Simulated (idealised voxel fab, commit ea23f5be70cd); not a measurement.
process module | voxel wiring stack
Pictured: cross-section cut, 260 nm wide, on a grid of 5 nm square cells.
Reading order for cross-sections: top band down to bottom band. Underlying form: a grid of square cells. Band size: one or more rows of cells. Read a band's entry like this: the first values are the height of its top and the height of its bottom in nm, and what follows is the sequence of materials from left to right, each with its width in nm. Note that "empty" is empty space, and that a single material marked "everywhere" reaches across the band from edge to edge. Height reference: 0 = level under which incoming wafer is all one material. Lowest band: no bottom, runs on downward, e.g. "0 and below". A width given as "30 to 40" starts at the first number in the band's top row and ends at the second number in its bottom row, shifting by an equal amount at every step from row to row. "nothing altered" means the step left every cell of the cross-section as it was. If an empty space has no open way to the top and is at least 8 cells in size, "Sealed void inventory" lists it, written width x height at distance, where distance is measured from the left edge and every value is in nm. Whatever follows a step's settings on its line is a remark the simulator itself makes about that step. "overlay nm", when on a step's line for a step with a mask, measures how far to the right of its planned place the mask lay; a negative measure means to the left.
Intended process steps
- 1: RECEIVE [material Si]
- 2: CONFORMAL_DEP [material SiO2] [thk nm 10]
- 3: DIRECTIONAL_DEP [material TiN] [thk nm 5]
- 4: DIRECTIONAL_DEP [material W] [thk nm 25]
- 5: MASKED_ETCH [tone cover] [mask id METAL_1] [width nm 25] [pitch nm 40] [etch materials W] [depth nm 25] [overlay nm 0]
- 6: MASKED_ETCH [tone cover] [mask id METAL_1] [width nm 25] [pitch nm 40] [etch materials TiN] [depth nm 5] [overlay nm 0]
- 7: FILL_DEP [material lowk] [thk nm 5]
- 8: CMP [height nm 40]
- 9: CONFORMAL_DEP [material SiCN] [thk nm 5]
- 10: DIRECTIONAL_DEP [material SiO2] [thk nm 10]
- 11: PATTERN [tone open] [mask id PLUG_1] [material resist] [width nm 15] [pitch nm 40] [thk nm 15] [overlay nm 0]
- 12: DIRECTIONAL_ETCH [etch materials SiO2] [depth nm 10]
- 13: DIRECTIONAL_ETCH [etch materials SiCN] [depth nm 5]
- 14: STRIP [etch materials resist]
- 15: CONFORMAL_DEP [material TiN] [thk nm 5]
- 16: FILL_DEP [material Ru] [thk nm 10]
- 17: CMP [height nm 55]
- 18: DIRECTIONAL_DEP [material TiN] [thk nm 5]
- 19: DIRECTIONAL_DEP [material Ru] [thk nm 25]
- 20: DIRECTIONAL_DEP [material aC] [thk nm 15]
- 21: PATTERN [tone cover] [mask id METAL_2] [material resist] [width nm 25] [pitch nm 40] [thk nm 35] [overlay nm 0]
- 22: DIRECTIONAL_ETCH [etch materials aC] [depth nm 15]
- 23: STRIP [etch materials resist]
- 24: DIRECTIONAL_ETCH [etch materials Ru] [depth nm 25]
- 25: DIRECTIONAL_ETCH [etch materials TiN] [depth nm 5]
- 26: STRIP [etch materials aC]
- 27: CONFORMAL_DEP [material SiCN] [thk nm 5]
- 28: FILL_DEP [material SiO2] [thk nm 5]
- 29: CMP [height nm 85]
- 30: CONFORMAL_DEP [material SiCN] [thk nm 5]
- 31: DIRECTIONAL_DEP [material lowk] [thk nm 20]
- 32: PATTERN [tone open] [mask id PLUG_2] [material resist] [width nm 15] [pitch nm 80] [thk nm 20] [overlay nm 0]
- 33: DIRECTIONAL_ETCH [etch materials lowk] [depth nm 20]
- 34: DIRECTIONAL_ETCH [etch materials SiCN] [depth nm 5]
- 35: STRIP [etch materials resist]
- 36: CONFORMAL_DEP [material TiN] [thk nm 5]
- 37: FILL_DEP [material Ru] [thk nm 5]
- 38: CMP [height nm 110]
- 39: CONFORMAL_DEP [material SiN] [thk nm 5]
- 40: DIRECTIONAL_DEP [material SiO2] [thk nm 15]
- 41: MASKED_ETCH [tone open] [mask id METAL_3] [width nm 25] [pitch nm 40] [etch materials SiO2] [depth nm 15] [overlay nm 0]
- 42: MASKED_ETCH [tone open] [mask id METAL_3] [width nm 25] [pitch nm 40] [etch materials SiN] [depth nm 5] [overlay nm 0]
- 43: CONFORMAL_DEP [material TiN] [thk nm 5]
- 44: FILL_DEP [material Cu] [thk nm 5]
- 45: CMP [height nm 130]
- 46: CONFORMAL_DEP [material SiCN] [thk nm 5]
Here's what the wafer looked like in cross-section when it arrived - that's after step 1
0 and below = Si everywhere
Sealed void inventory: none
The following cross-section depicts the wafer upon conclusion of the module. Processing commenced from the starting condition illustrated above and adhered to the plan illustrated above, save for one mistake in execution
135 down to 130 = SiCN everywhere
130 down to 120 = SiO2: 55, TiN: 5, Cu: 15, TiN: 5, SiO2: 15, TiN: 5, Cu: 15, TiN: 5, SiO2: 15, TiN: 5, Cu: 15, TiN: 5, SiO2: 15, TiN: 5, Cu: 15, TiN: 5, SiO2: 60
120 down to 115 = SiN: 55, TiN: 25, SiN: 15, TiN: 25, SiN: 15, TiN: 25, SiN: 15, TiN: 25, SiN: 60
115 down to 110 = TiN: 60, Ru: 5, TiN: 75, Ru: 5, TiN: 115
110 down to 90 = lowk: 55, TiN: 5, Ru: 5, TiN: 5, lowk: 65, TiN: 5, Ru: 5, TiN: 5, lowk: 110
90 down to 85 = SiCN: 55, TiN: 15, SiCN: 65, TiN: 15, SiCN: 110
85 down to 60 = SiO2: 50, SiCN: 5, Ru: 25, SiCN: 5, SiO2: 5, SiCN: 5, Ru: 25, SiCN: 5, SiO2: 5, SiCN: 5, Ru: 25, SiCN: 5, SiO2: 5, SiCN: 5, Ru: 25, SiCN: 5, SiO2: 55
60 down to 55 = SiCN: 55, TiN: 25, SiCN: 15, TiN: 25, SiCN: 15, TiN: 25, SiCN: 15, TiN: 25, SiCN: 60
55 down to 45 = SiO2: 55, TiN: 5, Ru: 5, TiN: 5, SiO2: 25, TiN: 5, Ru: 5, TiN: 5, SiO2: 25, TiN: 5, Ru: 5, TiN: 5, SiO2: 25, TiN: 5, Ru: 5, TiN: 5, SiO2: 70
45 down to 40 = SiCN: 55, TiN: 15, SiCN: 25, TiN: 15, SiCN: 25, TiN: 15, SiCN: 25, TiN: 15, SiCN: 70
40 down to 15 = lowk: 55, W: 25, lowk: 15, W: 25, lowk: 15, W: 25, lowk: 15, W: 25, lowk: 60
15 down to 10 = lowk: 55, TiN: 25, lowk: 15, TiN: 25, lowk: 15, TiN: 25, lowk: 15, TiN: 25, lowk: 60
10 down to 0 = SiO2 everywhere
0 and below = Si everywhere
Sealed void inventory: none
What was the processing mistake? note that step 38 departed from the planned setting and was carried out as CMP [height nm 115]
